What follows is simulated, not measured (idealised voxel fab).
Herein follows the process module entitled voxel ribs on slabs.
cross-section cut | 200 nm wide | cells 5 nm
The cross-sections in this document take the form of a grid made of square cells. They are written out as bands, in order from top to bottom. Each band consists of one or more rows of cells.
A band entry consists of two parts. The first gives the height of the band's top and the height of its bottom, in nm. The rest lists the band's materials from left to right, each with its width in nm. A single material labelled with the word "edge to edge" fills the band from edge to edge, and the word "empty" marks empty space.
The reference from which all heights are counted is 0, the level beneath which the as-received wafer is entirely one material; the lowest band, having no lower bound, proceeds downward and is written after the example "0 -> down".
The width entry "30..40" should be interpreted row by row: the top row of cells in the band takes the first number, the bottom row takes the second number, and the change between adjacent rows is uniform throughout.
The cross-section has no changed cell in any step marked "nothing changed".
This entry, "Trapped void list", enumerates those empty regions of no fewer than 8 cells that possess no open connection to the top. Each region is reported in the form width x height at distance, the distance being taken from the left edge, with all three quantities expressed in nm.
Post-settings text on a step line: simulator's own remark regarding the step.
For masked steps, "overlay nm" on the step line gives how far right of plan the mask actually lay; a minus sign means it lay to the left.

-- List of planned process steps
step 1: RECEIVE (material Si)
step 2: DIRECTIONAL_DEP (material SiO2; thk nm 25)
step 3: DIRECTIONAL_DEP (material polySi; thk nm 15)
step 4: MASKED_ETCH (tone cover; mask id RIB; width nm 20; etch materials polySi; depth nm 5; overlay nm 0)
step 5: MASKED_ETCH (tone cover; mask id SLAB; width nm 60; etch materials polySi; depth nm 5; overlay nm 0)
step 6: FILL_DEP (material SiO2; thk nm 20)
step 7: CMP (height nm 55)
step 8: DIRECTIONAL_DEP (material TiN; thk nm 5)
step 9: PATTERN (tone cover; mask id HEATER; material resist; width nm 30; thk nm 15; overlay nm 0)
step 10: DIRECTIONAL_ETCH (etch materials TiN; depth nm 5)
step 11: STRIP (etch materials resist)
step 12: CONFORMAL_DEP (material SiN; thk nm 10)
What sets these wafers apart? The depth nm at step 4. They all start alike, and the plan carries the first wafer's value.

-- Cut through the first of several wafers as received, post step 1
0 -> down  Si edge to edge
Trapped void list: none

-- Cross-section of the first of several wafers once the module has run through its last step, step 12
70 -> 65  75 of empty / 50 of SiN / 75 of empty
65 -> 60  SiN edge to edge
60 -> 55  85 of SiN / 30 of TiN / 85 of SiN
55 -> 40  SiO2 edge to edge
40 -> 30  90..70 of SiO2 / 20..60 of polySi / 90..70 of SiO2
30 -> 25  polySi edge to edge
25 -> 0  SiO2 edge to edge
0 -> down  Si edge to edge
Trapped void list: none

-- A cross-section through the last wafer at the close of the module
70 -> 65  75 of empty / 50 of SiN / 75 of empty
65 -> 60  SiN edge to edge
60 -> 55  85 of SiN / 30 of TiN / 85 of SiN
55 -> 40  SiO2 edge to edge
40 -> 25  90 of SiO2 / 20 of polySi / 90 of SiO2
25 -> 0  SiO2 edge to edge
0 -> down  Si edge to edge
Trapped void list: none

-- Take any row and you have a wafer at the end of the module: how many cells of each material it has gained (+) or lost (-) since it was received, and then its closed voids
depth nm 5 | +84 SiN | +384 SiO2 | +6 TiN | +56 polySi | Trapped void list: none
depth nm 10 | +84 SiN | +420 SiO2 | +6 TiN | +20 polySi | Trapped void list: none
depth nm 15 | +84 SiN | +428 SiO2 | +6 TiN | +12 polySi | Trapped void list: none
depth nm 20 | +84 SiN | +428 SiO2 | +6 TiN | +12 polySi | Trapped void list: none
depth nm 25 | +84 SiN | +428 SiO2 | +6 TiN | +12 polySi | Trapped void list: none
